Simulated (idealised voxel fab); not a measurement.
process module | voxel self aligned contacts
cross-section cut | 260 nm wide | cells 5 nm
A cross-section is a grid of square cells, given in bands from the top down. A band is one or more rows of cells.
Each band's line starts with the height of the band's top and of its bottom, in nm. Then come its materials from left to right, each with its width in nm. One material with "throughout" fills the band from edge to edge. "air" is empty space.
Height 0 is the level under which the wafer as received is all one material. The lowest band goes on downwards, as in "0 down".
A width such as "30 to 40" changes by the same amount from each row of cells to the next, from the band's top row to its bottom row.
"no change" after a step means that no cell of the cross-section changed.
closed voids: empty space of 8 cells or more with no open way to the top, each as width x height at its distance from the left edge, in nm
after a step's settings: what the simulator itself notes on the step
overlay nm, on a step with a mask: how far to the right of its planned place the mask lay; to the left if negative
plan
1 op RECEIVE | material Si
2 op OXIDIZE | depth nm 5
3 op DIRECTIONAL_DEP | material polySi | thk nm 30
4 op DIRECTIONAL_DEP | material SiN | thk nm 25
5 op PATTERN | tone cover | mask id GATE | material resist | width nm 25 | pitch nm 70 | thk nm 15 | overlay nm 0
6 op DIRECTIONAL_ETCH | etch materials SiN | depth nm 25
7 op DIRECTIONAL_ETCH | etch materials polySi | depth nm 30
8 op STRIP | etch materials resist
9 op CONFORMAL_DEP | material SiN | thk nm 10
10 op DIRECTIONAL_ETCH | etch materials SiN | depth nm 10
11 op FILL_DEP | material SiO2 | thk nm 15
12 op CMP | height nm 65
13 op MASKED_ETCH | tone open | mask id CONTACT | width nm 55 | pitch nm 70 | etch materials SiO2 | depth nm 70 | overlay nm 0
14 op CONFORMAL_DEP | material TiN | thk nm 5
15 op FILL_DEP | material W | thk nm 10
16 op CMP | height nm 65
17 op CONFORMAL_DEP | material SiN | thk nm 5
as received, after step 1
  0 down: Si throughout
  closed voids: none
a wafer at the end: this start, this plan, one mistake
  70 to 65: SiN throughout
  65 to 60: SiO2 65 | TiN 20 | W 15 | TiN 20 | SiO2 15 | TiN 20 | W 15 | TiN 20 | SiO2 70
  60 to 40: SiO2 35 | SiN 45 | TiN 5 | W 15 | TiN 5 | SiN 45 | TiN 5 | W 15 | TiN 5 | SiN 45 | SiO2 40
  40 to 35: SiO2 35 | SiN 45 | TiN 25 | SiN 45 | TiN 25 | SiN 45 | SiO2 40
  35 to 30: SiN throughout
  30 to 0: polySi throughout
  0 to -5: SiO2 throughout
  -5 down: Si throughout
  closed voids: none
what went wrong: step 4 ran as: op DIRECTIONAL_DEP | material SiN | thk nm 30
